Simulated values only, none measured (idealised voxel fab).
Title: Process Module voxel tone inversion
It is cross-section cut that appears here, measuring 300 nm in width, its square cells being 5 nm in size.
Throughout this document, each cross-section is represented as a grid of square cells and is presented as a sequence of bands enumerated from the top downward, where a band comprises one or more rows of cells. For a band, the entry starts with two heights in nm, that of the top and then that of the bottom, and carries on with the band's materials in order from left to right, each alongside its width in nm; the word "all across" beside a single material means it fills the band edge to edge, and "blank" means empty space. Zero point of the height axis is 0; under it, received wafer = one material. Lowest band: continues down indefinitely, "z 0 and below". The notation "30 to 40" denotes a width that varies across the rows of cells in the band, beginning at the first number in the top row, finishing at the second number in the bottom row, and changing by an identical amount from each row to the next. Basically "no change occurred" means that step didn't change any cell in the cross-section. "Unvented internal voids" contains a list of empty spaces, each no smaller than 8 cells and without an open way to the top, written in the form width x height at distance with the distance from the left edge and all three in nm. On each step's line, the part that comes after the settings is the simulator's own comment on the step. overlay nm: step with mask; distance mask lay right of planned place; negative value = left of planned place.

## Process steps - plan
1,RECEIVE with material Si
2,CONFORMAL_DEP with material SiN, thk nm 5
3,DIRECTIONAL_DEP with material aC, thk nm 20
4,PATTERN with tone cover, mask id POSTS, material resist, width nm 15, pitch nm 45, thk nm 25, overlay nm 0
5,DIRECTIONAL_ETCH with etch materials aC, depth nm 20
6,STRIP with etch materials resist
7,FILL_DEP with material SiO2, thk nm 10
8,CMP with height nm 25
9,STRIP with etch materials aC
The plan shows the width nm of step 4 as the first wafer had it; this setting differs between the wafers, which start out alike.

## Cross-section: the first of several wafers in its as-received state, i.e. following step 1
- z 0 and below = Si all across
- Unvented internal voids: none

## End of the module, past its last step, step 9: how the first of several wafers looks in cross-section
- z 25 to 5 = 75 of SiO2, 15 of blank, 30 of SiO2, 15 of blank, 30 of SiO2, 15 of blank, 30 of SiO2, 15 of blank, 75 of SiO2
- z 5 to 0 = SiN all across
- z 0 and below = Si all across
- Unvented internal voids: none

## Final wafer of several, shown in cross-section at the end of the module
- z 25 to 5 = 70 of SiO2, 30 of blank, 15 of SiO2, 30 of blank, 15 of SiO2, 30 of blank, 15 of SiO2, 30 of blank, 65 of SiO2
- z 5 to 0 = SiN all across
- z 0 and below = Si all across
- Unvented internal voids: none

## The rows of the table below are wafers. Looking at the end of the module, a row counts, for every material, the cells the wafer has gained, shown as (+), or lost, shown as (-), since it was received; its closed voids come next
width nm 15; +60 SiN; +192 SiO2; Unvented internal voids: none
width nm 20; +60 SiN; +176 SiO2; Unvented internal voids: none
width nm 25; +60 SiN; +160 SiO2; Unvented internal voids: none
width nm 30; +60 SiN; +144 SiO2; Unvented internal voids: none
